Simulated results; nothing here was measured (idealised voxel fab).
Process module in this document: voxel double patterning
Each square cell in cross-section cut measures 5 nm, and the section as a whole is 255 nm wide.
A cross-section in this document is a grid of square cells, and it is written down as bands, the top band listed before the ones below it; a band is made up of one or more rows of cells. The entry gives the band's vertical extent as a top height and a bottom height in nm, then its horizontal make-up as materials from left to right, each with a width in nm. "empty" stands for empty space; a single material marked "everywhere" fills the band edge to edge. Height is counted from the level 0, under which the received wafer is composed throughout of one material. The lowest of the bands is not closed at the bottom but continues downward, in the notation "0 down". Width spec "30->40" -> top row of cells at first value, bottom row at second value, equal per-row change in between. Step note "no change occurred" = no cross-section cell changed. The entry titled "Entrapped void list" provides the empty spaces that have no open way to the top, restricted to those of 8 cells or more. Each is presented as width x height at distance, the distance being measured from the left edge, with all three in nm. Anything after a step's settings on that line? It's the simulator's own note about the step. overlay nm: how far to the right of its planned place the mask lay on this masked step (negative: to the left).

THIS SECTION LISTS THE PROCESS STEPS THAT WERE PLANNED
1. RECEIVE | material Si
2. CONFORMAL_DEP | material SiN | thk nm 10
3. DIRECTIONAL_DEP | material SiO2 | thk nm 15
4. DIRECTIONAL_DEP | material SiCN | thk nm 5
5. DIRECTIONAL_DEP | material aC | thk nm 10
6. PATTERN | tone open | mask id FIRST | material resist | width nm 15 | pitch nm 50 | thk nm 25 | overlay nm -15
7. DIRECTIONAL_ETCH | etch materials aC | depth nm 10
8. STRIP | etch materials resist
9. DIRECTIONAL_ETCH | etch materials SiCN | depth nm 5
10. STRIP | etch materials aC
11. MASKED_ETCH | tone open | mask id SECOND | width nm 15 | etch materials SiCN | depth nm 5 | overlay nm 0
12. DIRECTIONAL_ETCH | etch materials SiO2 | depth nm 15
13. STRIP | etch materials SiCN
Variable across wafers: step 6 overlay nm (plan value is that of the first wafer; starting state common to all).

INCOMING STATE OF THE FIRST OF SEVERAL WAFERS IN CROSS-SECTION: AFTER STEP 1
* 0 down | Si everywhere
* Entrapped void list: none

HEADS UP, THIS TABLE GOES WAFER BY WAFER. A ROW TELLS YOU, AT THE END OF THE MODULE, HOW MANY CELLS OF EACH MATERIAL THAT WAFER HAS PUT ON (+) OR DROPPED (-) SINCE IT WAS RECEIVED, AND THEN ITS CLOSED VOIDS
overlay nm -15; +102 SiN; +129 SiO2; Entrapped void list: none
overlay nm -10; +102 SiN; +126 SiO2; Entrapped void list: none
overlay nm -5; +102 SiN; +126 SiO2; Entrapped void list: none
overlay nm 0; +102 SiN; +126 SiO2; Entrapped void list: none
overlay nm 5; +102 SiN; +126 SiO2; Entrapped void list: none
overlay nm 10; +102 SiN; +126 SiO2; Entrapped void list: none
overlay nm 15; +102 SiN; +129 SiO2; Entrapped void list: none
